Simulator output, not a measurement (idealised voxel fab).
The following process module bears the name voxel tone inversion.
The figure presents cross-section cut, which has a width of 295 nm and is divided into square cells with an edge length of 5 nm.
Cross-section format: a grid of square cells, given as bands from top to bottom; each band is one or more rows of cells. First you get the band's top height and its bottom height, in nm, and then the materials it's made of, left to right, with each width in nm. If you see a single material with "all across", that one covers the band edge to edge. "air" is empty space. Heads up on the height convention: 0 is the point under which the incoming wafer is all one material, and the lowest band has no bottom, it just keeps going down, like "0..down". Note: "30..40" means the width goes from the first number (top row of the band) to the second number (bottom row) in equal steps per row of cells. When a step is marked "no change occurred", none of the cells in the cross-section changed during that step. Look at "Sealed cavities" for the closed voids: empty spaces with no open path to the top, sized 8 cells or up. Each is width x height at distance, distance from the left edge, all nm. On a step's line, text after the settings is the simulator commenting on that step. For masked steps, "overlay nm" on the step line gives how far right of plan the mask actually lay; a minus sign means it lay to the left.

The process steps that were planned are listed below:
| 1 | op RECEIVE | material Si |
| 2 | op CONFORMAL_DEP | material SiN | thk nm 5 |
| 3 | op DIRECTIONAL_DEP | material aC | thk nm 20 |
| 4 | op PATTERN | tone cover | mask id POSTS | material resist | width nm 25 | pitch nm 50 | thk nm 30 | overlay nm 0 |
| 5 | op DIRECTIONAL_ETCH | etch materials aC | depth nm 20 |
| 6 | op STRIP | etch materials resist |
| 7 | op FILL_DEP | material SiO2 | thk nm 5 |
| 8 | op CMP | height nm 25 |
| 9 | op STRIP | etch materials aC |

Delivered wafer in cross-section: state after step 1:
- 0..down = Si all across
- Sealed cavities: none

Cross-sectional result after module completion. Note: starting condition and plan are unchanged from above; one processing mistake was made:
- 25..5 = 60 of air | 25 of SiO2 | 25 of air | 25 of SiO2 | 25 of air | 25 of SiO2 | 25 of air | 25 of SiO2 | 60 of air
- 5..0 = SiN all across
- 0..down = Si all across
- Sealed cavities: none
Run error: step 4 ran differently from the plan; actual operation with settings: op PATTERN | tone open | mask id POSTS | material resist | width nm 25 | pitch nm 50 | thk nm 30 | overlay nm 0
